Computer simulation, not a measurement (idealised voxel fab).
The following process module bears the name voxel air gaps.
The cross-section shown here is cut; it is 245 nm wide and divided into square cells measuring 5 nm on a side.
Notation: cross-section as square-cell grid; stated in bands, top first, going down; one or more cell rows per band.
Top height, bottom height, nm. Materials left to right, width each, nm. Single material + "throughout" = fills band edge to edge. "air" = empty.
Where do heights start? At 0: under that level the wafer as delivered is made of one material only. And the lowest band has no floor; it just carries on downward, as in "z 0 and below".
Width spec "30 to 40" -> top row of cells at first value, bottom row at second value, equal per-row change in between.
No cell of the cross-section changed in a step that is given as "nothing got changed".
In "Listed closed voids" the enclosed voids are listed, meaning empty spaces of 8 cells or larger without any opening to the top. The form is width x height at distance, distance from the left edge, units nm.
Step line, after settings: the simulator's comment on this step.
A step's line can hold "overlay nm"; with a mask on that step, the setting says how far right of the planned place the mask lay, while a negative setting says it lay to the left.
**Below is the list of planned process steps**
step 1: RECEIVE [material Si]
step 2: CONFORMAL_DEP [material SiO2] [thk nm 10]
step 3: CONFORMAL_DEP [material SiN] [thk nm 5]
step 4: DIRECTIONAL_DEP [material lowk] [thk nm 40]
step 5: DIRECTIONAL_DEP [material aC] [thk nm 10]
step 6: PATTERN [tone open] [mask id LINES] [material resist] [width nm 25] [pitch nm 50] [thk nm 30] [overlay nm 0]
step 7: DIRECTIONAL_ETCH [etch materials aC] [depth nm 10]
step 8: STRIP [etch materials resist]
step 9: DIRECTIONAL_ETCH [etch materials lowk] [depth nm 40]
step 10: STRIP [etch materials aC]
step 11: CONFORMAL_DEP [material TiN] [thk nm 5]
step 12: FILL_DEP [material Ru] [thk nm 5]
step 13: CMP [height nm 55]
step 14: EPI [material Ru] [thk nm 10]
step 15: SELECTIVE_ETCH [etch materials lowk] [depth nm 50]
step 16: CONFORMAL_DEP [material SiN] [thk nm 5]
**First out of two wafers; run went to plan**
**Cross-section of the wafer as it came to us, i.e., already through step 1**
  z 0 and below | Si throughout
  Listed closed voids: none
**The wafer, seen in cross-section, after step 2**
  z 10 to 0 | SiO2 throughout
  No changes below 0.
**The wafer, seen in cross-section, after step 3**
  z 15 to 10 | SiN throughout
  No changes below 10.
**The wafer, seen in cross-section, after step 4**
  z 55 to 15 | lowk throughout
  No changes below 15.
**The wafer, seen in cross-section, after step 5**
  z 65 to 55 | aC throughout
  No changes below 55.
**The wafer, seen in cross-section, after step 6**
  z 95 to 65 | resist 60, air 25, resist 25, air 25, resist 25, air 25, resist 60
  No changes below 65.
**The wafer, seen in cross-section, after step 7**
  z 85 to 65 | resist 60, air 25, resist 25, air 25, resist 25, air 25, resist 60
  z 65 to 55 | aC 60, air 25, aC 25, air 25, aC 25, air 25, aC 60
  No changes below 55.
**The wafer, seen in cross-section, after step 8**
  z 65 to 55 | aC 60, air 25, aC 25, air 25, aC 25, air 25, aC 60
  No changes below 55.
**The wafer, seen in cross-section, after step 9**
  z 65 to 55 | aC 60, air 25, aC 25, air 25, aC 25, air 25, aC 60
  z 55 to 15 | lowk 60, air 25, lowk 25, air 25, lowk 25, air 25, lowk 60
  No changes below 15.
**The wafer, seen in cross-section, after step 10**
  z 55 to 15 | lowk 60, air 25, lowk 25, air 25, lowk 25, air 25, lowk 60
  No changes below 15.
**The wafer, seen in cross-section, after step 11**
  z 60 to 55 | TiN 65, air 15, TiN 35, air 15, TiN 35, air 15, TiN 65
  z 55 to 20 | lowk 60, TiN 5, air 15, TiN 5, lowk 25, TiN 5, air 15, TiN 5, lowk 25, TiN 5, air 15, TiN 5, lowk 60
  z 20 to 15 | lowk 60, TiN 25, lowk 25, TiN 25, lowk 25, TiN 25, lowk 60
  No changes below 15.
**The wafer, seen in cross-section, after step 12**
  z 65 to 60 | Ru throughout
  z 60 to 55 | TiN 65, Ru 15, TiN 35, Ru 15, TiN 35, Ru 15, TiN 65
  z 55 to 20 | lowk 60, TiN 5, Ru 15, TiN 5, lowk 25, TiN 5, Ru 15, TiN 5, lowk 25, TiN 5, Ru 15, TiN 5, lowk 60
  No changes below 20.
**The wafer, seen in cross-section, after step 13**
  z 55 to 20 | lowk 60, TiN 5, Ru 15, TiN 5, lowk 25, TiN 5, Ru 15, TiN 5, lowk 25, TiN 5, Ru 15, TiN 5, lowk 60
  No changes below 20.
**The wafer, seen in cross-section, after step 14**
  z 65 to 55 | air 50, Ru 45, air 5, Ru 45, air 5, Ru 45, air 50
  No changes below 55.
**The wafer, seen in cross-section, after step 15**
  z 65 to 55 | air 50, Ru 45, air 5, Ru 45, air 5, Ru 45, air 50
  z 55 to 20 | air 60, TiN 5, Ru 15, TiN 5, air 25, TiN 5, Ru 15, TiN 5, air 25, TiN 5, Ru 15, TiN 5, air 60
  z 20 to 15 | air 60, TiN 25, air 25, TiN 25, air 25, TiN 25, air 60
  No changes below 15.
**The wafer, seen in cross-section, after step 16**
  z 70 to 65 | air 45, SiN 155, air 45
  z 65 to 55 | air 45, SiN 5, Ru 45, SiN 5, Ru 45, SiN 5, Ru 45, SiN 5, air 45
  z 55 to 50 | air 45, SiN 15, TiN 5, Ru 15, TiN 5, SiN 25, TiN 5, Ru 15, TiN 5, SiN 25, TiN 5, Ru 15, TiN 5, SiN 15, air 45
  z 50 to 20 | air 55, SiN 5, TiN 5, Ru 15, TiN 5, SiN 5, air 15, SiN 5, TiN 5, Ru 15, TiN 5, SiN 5, air 15, SiN 5, TiN 5, Ru 15, TiN 5, SiN 5, air 55
  z 20 to 15 | SiN 60, TiN 25, SiN 25, TiN 25, SiN 25, TiN 25, SiN 60
  No changes below 15.
  Listed closed voids: 15 x 30 at 90; 15 x 30 at 140
**Wafer two of the pair: same origin, same plan, one error during the run; identical to wafer one up to and including step 5**
**Second wafer cross-section, taken as of the time the plan sets for step 6 to be done**
  z 95 to 65 | resist 65, air 15, resist 35, air 15, resist 35, air 15, resist 65
  No changes below 65.
**Second wafer cross-section, taken as of the time the plan sets for step 7 to be done**
  z 85 to 65 | resist 65, air 15, resist 35, air 15, resist 35, air 15, resist 65
  z 65 to 55 | aC 65, air 15, aC 35, air 15, aC 35, air 15, aC 65
  No changes below 55.
**Second wafer cross-section, taken as of the time the plan sets for step 8 to be done**
  z 65 to 55 | aC 65, air 15, aC 35, air 15, aC 35, air 15, aC 65
  No changes below 55.
**Second wafer cross-section, taken as of the time the plan sets for step 9 to be done**
  z 65 to 55 | aC 65, air 15, aC 35, air 15, aC 35, air 15, aC 65
  z 55 to 15 | lowk 65, air 15, lowk 35, air 15, lowk 35, air 15, lowk 65
  No changes below 15.
**Second wafer cross-section, taken as of the time the plan sets for step 10 to be done**
  z 55 to 15 | lowk 65, air 15, lowk 35, air 15, lowk 35, air 15, lowk 65
  No changes below 15.
**Second wafer cross-section, taken as of the time the plan sets for step 11 to be done**
  z 60 to 55 | TiN 70, air 5, TiN 45, air 5, TiN 45, air 5, TiN 70
  z 55 to 20 | lowk 65, TiN 5, air 5, TiN 5, lowk 35, TiN 5, air 5, TiN 5, lowk 35, TiN 5, air 5, TiN 5, lowk 65
  z 20 to 15 | lowk 65, TiN 15, lowk 35, TiN 15, lowk 35, TiN 15, lowk 65
  No changes below 15.
**Second wafer cross-section, taken as of the time the plan sets for step 12 to be done**
  z 65 to 60 | Ru throughout
  z 60 to 55 | TiN 70, Ru 5, TiN 45, Ru 5, TiN 45, Ru 5, TiN 70
  z 55 to 20 | lowk 65, TiN 5, Ru 5, TiN 5, lowk 35, TiN 5, Ru 5, TiN 5, lowk 35, TiN 5, Ru 5, TiN 5, lowk 65
  No changes below 20.
**Second wafer cross-section, taken as of the time the plan sets for step 13 to be done**
  z 55 to 20 | lowk 65, TiN 5, Ru 5, TiN 5, lowk 35, TiN 5, Ru 5, TiN 5, lowk 35, TiN 5, Ru 5, TiN 5, lowk 65
  No changes below 20.
**Second wafer cross-section, taken as of the time the plan sets for step 14 to be done**
  z 65 to 55 | air 55, Ru 35, air 15, Ru 35, air 15, Ru 35, air 55
  No changes below 55.
**Second wafer cross-section, taken as of the time the plan sets for step 15 to be done**
  z 65 to 55 | air 55, Ru 35, air 15, Ru 35, air 15, Ru 35, air 55
  z 55 to 20 | air 65, TiN 5, Ru 5, TiN 5, air 35, TiN 5, Ru 5, TiN 5, air 35, TiN 5, Ru 5, TiN 5, air 65
  z 20 to 15 | air 65, TiN 15, air 35, TiN 15, air 35, TiN 15, air 65
  No changes below 15.
**Second wafer cross-section, taken as of the time the plan sets for step 16 to be done**
  z 70 to 65 | air 50, SiN 45, air 5, SiN 45, air 5, SiN 45, air 50
  z 65 to 55 | air 50, SiN 5, Ru 35, SiN 5, air 5, SiN 5, Ru 35, SiN 5, air 5, SiN 5, Ru 35, SiN 5, air 50
  z 55 to 50 | air 50, SiN 15, TiN 5, Ru 5, TiN 5, SiN 15, air 5, SiN 15, TiN 5, Ru 5, TiN 5, SiN 15, air 5, SiN 15, TiN 5, Ru 5, TiN 5, SiN 15, air 50
  z 50 to 20 | air 60, SiN 5, TiN 5, Ru 5, TiN 5, SiN 5, air 25, SiN 5, TiN 5, Ru 5, TiN 5, SiN 5, air 25, SiN 5, TiN 5, Ru 5, TiN 5, SiN 5, air 60
  z 20 to 15 | SiN 65, TiN 15, SiN 35, TiN 15, SiN 35, TiN 15, SiN 65
  No changes below 15.
Short version of what went wrong: it should be noted that step 6 was executed with settings other than those planned, the operation and settings actually applied being PATTERN [tone open] [mask id LINES] [material resist] [width nm 15] [pitch nm 50] [thk nm 30] [overlay nm 0]
In the final state, the cell counts of the second wafer exceed or fall short of those of the first for the following materials: Ru: 54 fewer | SiN: 8 more | TiN: 6 fewer
On completion, 0 closed voids are found in the second wafer, whereas the first wafer has 2.
